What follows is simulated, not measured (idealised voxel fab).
The following process module bears the name voxel tone inversion.
Cross-sectional view cut (width: 210 nm; square cell size: 5 nm).
For the purposes of this document, a cross-section shall be understood as a grid of square cells, specified as bands listed in top-to-bottom order, each band consisting of one or more rows of cells. The entry gives the band's vertical extent as a top height and a bottom height in nm, then its horizontal make-up as materials from left to right, each with a width in nm. "blank" stands for empty space; a single material marked "edge to edge" fills the band edge to edge. Counting heights begins at 0, where everything beneath is, in the wafer as received, one material. The lowest band has no bottom; it goes on downwards, as "0..down" shows. The two numbers in a width such as "30..40" mark its ends across the band: the first belongs to the top row of cells, the second to the bottom row, and from each row to the next the width moves by the same amount. Step note "no alteration" = no cross-section cell changed. Look at "Closed internal voids" for the closed voids: empty spaces with no open path to the top, sized 8 cells or up. Each is width x height at distance, distance from the left edge, all nm. On each step's line, the part that comes after the settings is the simulator's own comment on the step. "overlay nm", when on a step's line for a step with a mask, measures how far to the right of its planned place the mask lay; a negative measure means to the left.

Listed below are the process steps as planned:
1. RECEIVE | material Si
2. CONFORMAL_DEP | material SiN | thk nm 10
3. DIRECTIONAL_DEP | material aC | thk nm 25
4. PATTERN | tone cover | mask id POSTS | material resist | width nm 20 | pitch nm 40 | thk nm 30 | overlay nm 0
5. DIRECTIONAL_ETCH | etch materials aC | depth nm 25
6. STRIP | etch materials resist
7. FILL_DEP | material lowk | thk nm 10
8. CMP | height nm 35
9. STRIP | etch materials aC
10. CONFORMAL_DEP | material TiN | thk nm 5
11. FILL_DEP | material W | thk nm 5
12. CMP | height nm 35
13. CONFORMAL_DEP | material SiCN | thk nm 5

Cross-section, incoming material, after step 1:
  0..down | Si edge to edge
  Closed internal voids: none

The cross-section shown corresponds to the wafer at the conclusion of the module. The initial structure and the process plan are those presented above; however, one mistake occurred in executing the plan:
  40..35 | SiCN edge to edge
  35..30 | lowk edge to edge
  30..5 | lowk=75 / aC=20 / lowk=20 / aC=20 / lowk=75
  5..0 | SiN edge to edge
  0..down | Si edge to edge
  Closed internal voids: none
Heads up, the wafer didn't run the way we planned it: step 2 did not use the planned setting and instead ran as CONFORMAL_DEP | material SiN | thk nm 5
